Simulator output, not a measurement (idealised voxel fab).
process module | voxel ribs on slabs
cross-section cut | 145 nm wide | cells 5 nm
A cross-section is a grid of square cells, given in bands from the top down. A band is one or more rows of cells.
Each band's line starts with the height of the band's top and of its bottom, in nm. Then come its materials from left to right, each with its width in nm. One material with "throughout" fills the band from edge to edge. "air" is empty space.
Height 0 is the level under which the wafer as received is all one material. The lowest band goes on downwards, as in "0 down".
A width such as "30 to 40" changes by the same amount from each row of cells to the next, from the band's top row to its bottom row.
"no change" after a step means that no cell of the cross-section changed.
closed voids: empty space of 8 cells or more with no open way to the top, each as width x height at its distance from the left edge, in nm
after a step's settings: what the simulator itself notes on the step
overlay nm, on a step with a mask: how far to the right of its planned place the mask lay; to the left if negative
plan
1 op RECEIVE | material Si
2 op DIRECTIONAL_DEP | material SiO2 | thk nm 25
3 op DIRECTIONAL_DEP | material polySi | thk nm 20
4 op DIRECTIONAL_DEP | material aC | thk nm 10
5 op PATTERN | tone cover | mask id RIB | material resist | width nm 20 | thk nm 25 | overlay nm 0
6 op DIRECTIONAL_ETCH | etch materials aC | depth nm 10
7 op STRIP | etch materials resist
8 op DIRECTIONAL_ETCH | etch materials polySi | depth nm 15
9 op STRIP | etch materials aC
10 op DIRECTIONAL_DEP | material aC | thk nm 15
11 op PATTERN | tone cover | mask id SLAB | material resist | width nm 60 | thk nm 30 | overlay nm 0
12 op DIRECTIONAL_ETCH | etch materials aC | depth nm 15
13 op STRIP | etch materials resist
14 op DIRECTIONAL_ETCH | etch materials polySi | depth nm 5
15 op STRIP | etch materials aC
16 op FILL_DEP | material SiO2 | thk nm 20
17 op CMP | height nm 55
18 op DIRECTIONAL_DEP | material TiN | thk nm 10
19 op PATTERN | tone cover | mask id HEATER | material resist | width nm 30 | thk nm 20 | overlay nm 0
20 op DIRECTIONAL_ETCH | etch materials TiN | depth nm 10
21 op STRIP | etch materials resist
22 op CONFORMAL_DEP | material SiO2 | thk nm 10
as received, after step 1
  0 down: Si throughout
  closed voids: none
first wafer at the end, as planned
  75 to 65: air 45 | SiO2 50 | air 50
  65 to 55: SiO2 55 | TiN 30 | SiO2 60
  55 to 45: SiO2 throughout
  45 to 30: SiO2 60 | polySi 20 | SiO2 65
  30 to 25: SiO2 40 | polySi 60 | SiO2 45
  25 to 0: SiO2 throughout
  0 down: Si throughout
  closed voids: none
second wafer at the end: like start, like plan, one mistake
  75 to 65: air 45 | SiO2 50 | air 50
  65 to 55: SiO2 55 | TiN 30 | SiO2 60
  55 to 45: SiO2 60 to 40 | polySi 20 to 60 | SiO2 65 to 45
  45 to 25: polySi throughout
  25 to 0: SiO2 throughout
  0 down: Si throughout
  closed voids: none
what went wrong: step 3 was run twice
at the end the second wafer has, in cells: 108 fewer of SiO2 | 108 more of polySi
